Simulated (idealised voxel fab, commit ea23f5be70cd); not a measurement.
This is a process module. Its name is voxel transistor to metal.
Section cut is 265 nm wide and gridded with 5 nm square cells.
Think of the cross-section as a grid of square cells. We describe it in bands, top to bottom, and each band covers one or more rows of those cells. Basically the band line says how high the top is and how high the bottom is, in nm, and then what's in it from left to right, every material with its width in nm. Empty space shows up as "blank", and if a single material carries "everywhere" it runs the full band edge to edge. Ref level 0: as-received wafer is one material below here. Bottom band extends down with no lower bound ("0 -> down"). The two numbers in a width such as "30->40" mark its ends across the band: the first belongs to the top row of cells, the second to the bottom row, and from each row to the next the width moves by the same amount. Reading "remained unchanged" for a step: not a cell of the cross-section changed in it. Under "Trapped cavities" you'll find the enclosed gaps, the ones with no way out to the top, that are 8 cells or bigger; each reads width x height at distance, with distance counted from the left edge, everything in nm. Text after the settings on a step's line: the simulator's own remark on that step. The line of a step may include "overlay nm". On a step with a mask, this value is how far to the right of its planned place the mask lay. A negative value means the mask lay to the left.

**So here's the lineup of process steps we planned**
1 RECEIVE [material Si]
2 OXIDIZE [depth nm 5]
3 CONFORMAL_DEP [material SiN] [thk nm 10]
4 DIRECTIONAL_DEP [material aC] [thk nm 15]
5 PATTERN [tone cover] [mask id ACTIVE] [material resist] [width nm 95] [pitch nm 120] [thk nm 30] [overlay nm 0]
6 DIRECTIONAL_ETCH [etch materials aC] [depth nm 15]
7 STRIP [etch materials resist]
8 DIRECTIONAL_ETCH [etch materials SiN] [depth nm 10]
9 DIRECTIONAL_ETCH [etch materials SiO2] [depth nm 5]
10 DIRECTIONAL_ETCH [etch materials Si] [depth nm 25]
11 STRIP [etch materials aC]
12 FILL_DEP [material SiO2] [thk nm 10]
13 CMP [height nm 10]
14 SELECTIVE_ETCH [etch materials SiO2] [depth nm 10]
15 STRIP [etch materials SiN]
16 SELECTIVE_ETCH [etch materials SiO2] [depth nm 5]
17 OXIDIZE [depth nm 5]
18 DIRECTIONAL_DEP [material polySi] [thk nm 30]
19 DIRECTIONAL_DEP [material SiCN] [thk nm 15]
20 PATTERN [tone cover] [mask id GATE] [material resist] [width nm 25] [pitch nm 120] [thk nm 20] [overlay nm 0]
21 DIRECTIONAL_ETCH [etch materials SiCN] [depth nm 25]
22 DIRECTIONAL_ETCH [etch materials polySi] [depth nm 40]
23 STRIP [etch materials resist]
24 CONFORMAL_DEP [material SiN] [thk nm 10]
25 DIRECTIONAL_ETCH [etch materials SiN] [depth nm 10]
26 DIRECTIONAL_ETCH [etch materials SiO2] [depth nm 5]
27 DIRECTIONAL_ETCH [etch materials Si] [depth nm 10]
28 EPI [material pSi] [thk nm 15]
29 FILL_DEP [material SiO2] [thk nm 10]
30 CMP [height nm 40]
31 DIRECTIONAL_DEP [material SiO2] [thk nm 15]
32 PATTERN [tone open] [mask id CONTACT] [material resist] [width nm 25] [pitch nm 60] [thk nm 15] [overlay nm 0]
33 DIRECTIONAL_ETCH [etch materials SiO2] [depth nm 60]
34 STRIP [etch materials resist]
35 CONFORMAL_DEP [material TiN] [thk nm 5]
36 FILL_DEP [material W] [thk nm 5]
37 CMP [height nm 55]
38 CONFORMAL_DEP [material SiN] [thk nm 5]
39 DIRECTIONAL_DEP [material lowk] [thk nm 20]
40 PATTERN [tone open] [mask id METAL_1] [material resist] [width nm 15] [thk nm 20] [overlay nm 0]
41 DIRECTIONAL_ETCH [etch materials lowk] [depth nm 20]
42 DIRECTIONAL_ETCH [etch materials SiN] [depth nm 5]
43 STRIP [etch materials resist]
44 CONFORMAL_DEP [material TiN] [thk nm 5]
45 FILL_DEP [material W] [thk nm 10]
46 CMP [height nm 80]
47 CONFORMAL_DEP [material SiCN] [thk nm 5]
48 DIRECTIONAL_DEP [material SiO2] [thk nm 30]
49 MASKED_ETCH [tone open] [mask id METAL_2] [width nm 15] [pitch nm 120] [etch materials SiO2] [depth nm 20] [overlay nm 0]
50 DIRECTIONAL_DEP [material aC] [thk nm 10]
51 PATTERN [tone open] [mask id METAL_2_HOLES] [material resist] [width nm 15] [pitch nm 120] [thk nm 30] [overlay nm 0]
52 DIRECTIONAL_ETCH [etch materials aC] [depth nm 10]
53 STRIP [etch materials resist]
54 DIRECTIONAL_ETCH [etch materials SiO2] [depth nm 10]
55 DIRECTIONAL_ETCH [etch materials SiCN] [depth nm 5]
56 STRIP [etch materials aC]
57 CONFORMAL_DEP [material TiN] [thk nm 5]
58 FILL_DEP [material Cu] [thk nm 10]
59 CMP [height nm 115]
60 CONFORMAL_DEP [material SiN] [thk nm 5]

**Received-state cross-section, reflecting completion of step 1**
* 0 -> down = Si everywhere
* Trapped cavities: none

**Result of the module, cross-sectioned: start per above, plan per above, one error in how it was run**
* 120 -> 115 = SiN everywhere
* 115 -> 105 = SiO2 (30) | TiN (5->15) | Cu (15->5) | TiN (5) | SiO2 (95) | TiN (5->15) | Cu (15->5) | TiN (5) | SiO2 (90)
* 105 -> 100 = SiO2 (40) | TiN (5) | Cu (5) | TiN (5) | SiO2 (105) | TiN (5) | Cu (5) | TiN (5) | SiO2 (90)
* 100 -> 95 = SiO2 (40) | TiN (15) | SiO2 (105) | TiN (15) | SiO2 (90)
* 95 -> 85 = SiO2 (40) | TiN (5) | SiO2 (115) | TiN (5) | SiO2 (100)
* 85 -> 80 = SiCN (40) | TiN (5) | SiCN (115) | TiN (5) | SiCN (100)
* 80 -> 60 = lowk (30) | TiN (5) | W (5) | TiN (5) | lowk (55) | TiN (5) | W (5) | TiN (5) | lowk (35) | TiN (5) | W (5) | TiN (5) | lowk (55) | TiN (5) | W (5) | TiN (5) | lowk (30)
* 60 -> 55 = SiN (30) | TiN (15) | SiN (55) | TiN (15) | SiN (35) | TiN (15) | SiN (55) | TiN (15) | SiN (30)
* 55 -> 45 = SiO2 (30) | TiN (5) | W (15) | TiN (5) | SiO2 (35) | TiN (5) | W (15) | TiN (5) | SiO2 (35) | TiN (5) | W (15) | TiN (5) | SiO2 (35) | TiN (5) | W (15) | TiN (5) | SiO2 (30)
* 45 -> 40 = SiO2 (30) | TiN (5) | W (10) | TiN (10) | SiO2 (35) | TiN (10) | W (10) | TiN (5) | SiO2 (35) | TiN (5) | W (10) | TiN (10) | SiO2 (35) | TiN (10) | W (10) | TiN (5) | SiO2 (30)
* 40 -> 25 = SiO2 (30) | TiN (5) | W (10) | TiN (5) | SiN (10) | SiCN (25) | SiN (10) | TiN (5) | W (10) | TiN (5) | SiO2 (35) | TiN (5) | W (10) | TiN (5) | SiN (10) | SiCN (25) | SiN (10) | TiN (5) | W (10) | TiN (5) | SiO2 (30)
* 25 -> 10 = SiO2 (30) | TiN (5) | W (10) | TiN (5) | SiN (10) | polySi (25) | SiN (10) | TiN (5) | W (10) | TiN (5) | SiO2 (35) | TiN (5) | W (10) | TiN (5) | SiN (10) | polySi (25) | SiN (10) | TiN (5) | W (10) | TiN (5) | SiO2 (30)
* 10 -> 5 = SiO2 (30) | TiN (20) | SiN (10) | polySi (25) | SiN (10) | TiN (20) | SiO2 (35) | TiN (20) | SiN (10) | polySi (25) | SiN (10) | TiN (20) | SiO2 (30)
* 5 -> -5 = SiO2 (30) | TiN (5) | pSi (15) | SiN (10) | polySi (25) | SiN (10) | pSi (15) | TiN (5) | SiO2 (35) | TiN (5) | pSi (15) | SiN (10) | polySi (25) | SiN (10) | pSi (15) | TiN (5) | SiO2 (30)
* -5 -> -10 = SiO2 (20) | pSi (30) | SiO2 (45) | pSi (30) | SiO2 (15) | pSi (30) | SiO2 (45) | pSi (30) | SiO2 (20)
* -10 -> -20 = SiO2 (25) | pSi (25) | Si (45) | pSi (25) | SiO2 (25) | pSi (25) | Si (45) | pSi (25) | SiO2 (25)
* -20 -> -30 = SiO2 (25) | Si (95) | SiO2 (25) | Si (95) | SiO2 (25)
* -30 -> down = Si everywhere
* Trapped cavities: none
The plan and the run diverged here: so step 49 ended up running with a different setting than we planned, it ran as MASKED_ETCH [tone open] [mask id METAL_2] [width nm 15] [pitch nm 120] [etch materials SiO2] [depth nm 20] [overlay nm 10]
